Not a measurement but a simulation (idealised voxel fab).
This section sets out a process module, namely voxel self aligned contacts.
We display cut, a cross-section 210 nm in width whose square cells are each 5 nm.
Cross-sections here: square-cell grids, written as top-down lists of bands, a band being one or more rows of cells. Basically the band line says how high the top is and how high the bottom is, in nm, and then what's in it from left to right, every material with its width in nm. Empty space shows up as "empty", and if a single material carries "full width" it runs the full band edge to edge. We count height from 0. Below that, the starting wafer is all one material. The lowest band never ends at the bottom but goes on down; see "0 nm and below" for how that is written. You'd read "30..40" like this: the band's top row of cells is as wide as the first number, its bottom row is as wide as the second, and going down, every row changes width by the same amount as the row before did. You'll sometimes find "no change occurred" written for a step, and that's the way of saying that nowhere in the cross-section did a cell change during that step. Closed empty spaces (no open way to the top) of 8 cells or more are what "Enclosed void entries" lists, each as width x height at distance from the left edge, nm for all three. Formally, on a step line, whatever follows the settings is a remark that the simulator itself makes on the step. On any step carrying a mask, the "overlay nm" setting, if present on the step's line, tells how far right of its planned place the mask lay; negative values point to the left.
Intended process steps:
| 1 | RECEIVE [material Si] |
| 2 | CONFORMAL_DEP [material SiO2] [thk nm 5] |
| 3 | DIRECTIONAL_DEP [material polySi] [thk nm 20] |
| 4 | DIRECTIONAL_DEP [material SiN] [thk nm 15] |
| 5 | DIRECTIONAL_DEP [material aC] [thk nm 10] |
| 6 | PATTERN [tone cover] [mask id GATE] [material resist] [width nm 35] [pitch nm 60] [thk nm 30] [overlay nm 0] |
| 7 | DIRECTIONAL_ETCH [etch materials aC] [depth nm 10] |
| 8 | STRIP [etch materials resist] |
| 9 | DIRECTIONAL_ETCH [etch materials SiN] [depth nm 15] |
| 10 | DIRECTIONAL_ETCH [etch materials polySi] [depth nm 20] |
| 11 | STRIP [etch materials aC] |
| 12 | CONFORMAL_DEP [material SiN] [thk nm 5] |
| 13 | DIRECTIONAL_ETCH [etch materials SiN] [depth nm 5] |
| 14 | FILL_DEP [material SiO2] [thk nm 15] |
| 15 | CMP [height nm 50] |
| 16 | PATTERN [tone open] [mask id CONTACT] [material resist] [width nm 35] [thk nm 20] [overlay nm 0] |
| 17 | DIRECTIONAL_ETCH [etch materials SiO2] [depth nm 50] |
| 18 | STRIP [etch materials resist] |
| 19 | CONFORMAL_DEP [material TiN] [thk nm 5] |
| 20 | FILL_DEP [material W] [thk nm 5] |
| 21 | CMP [height nm 50] |
| 22 | CONFORMAL_DEP [material SiN] [thk nm 5] |
So this is the incoming wafer in cross-section - it's already been through step 1:
- 0 nm and below  Si full width
- Enclosed void entries: none
Here's the cross-section of the first of our two wafers at the end of the module - it ran as planned:
- 55 nm to 50 nm  SiN full width
- 50 nm to 40 nm  85 nm SiO2 / 5..15 nm TiN / 25..5 nm W / 5..15 nm TiN / 90 nm SiO2
- 40 nm to 25 nm  50 nm SiO2 / 45 nm SiN / 5 nm TiN / 5 nm W / 5 nm TiN / 45 nm SiN / 55 nm SiO2
- 25 nm to 5 nm  50 nm SiO2 / 5 nm SiN / 35 nm polySi / 5 nm SiN / 5 nm TiN / 5 nm W / 5 nm TiN / 5 nm SiN / 35 nm polySi / 5 nm SiN / 55 nm SiO2
- 5 nm to 0 nm  95 nm SiO2 / 15 nm TiN / 100 nm SiO2
- 0 nm and below  Si full width
- Enclosed void entries: none
So this is wafer number two of the two, cut at the end of the module - it started where the first did and had the same plan, we just got one thing wrong running it:
- 55 nm to 50 nm  SiN full width
- 50 nm to 40 nm  85 nm SiO2 / 5 nm TiN / 25 nm W / 5 nm TiN / 90 nm SiO2
- 40 nm to 35 nm  85 nm SiO2 / 15 nm TiN / 5 nm W / 15 nm TiN / 90 nm SiO2
- 35 nm to 20 nm  50 nm SiO2 / 45 nm SiN / 5 nm TiN / 5 nm W / 5 nm TiN / 45 nm SiN / 55 nm SiO2
- 20 nm to 5 nm  50 nm SiO2 / 5 nm SiN / 35 nm polySi / 5 nm SiN / 5 nm TiN / 5 nm W / 5 nm TiN / 5 nm SiN / 35 nm polySi / 5 nm SiN / 55 nm SiO2
- 5 nm to 0 nm  50 nm SiO2 / 5 nm SiN / 35 nm polySi / 5 nm SiN / 15 nm TiN / 5 nm SiN / 35 nm polySi / 5 nm SiN / 55 nm SiO2
- 0 nm and below  Si full width
- Enclosed void entries: none
Misprocessing identified: step 2 was left out
Bottom line after processing is that, in cells, the second wafer is up or down on some materials versus the first: 4 fewer of SiO2; 4 more of W
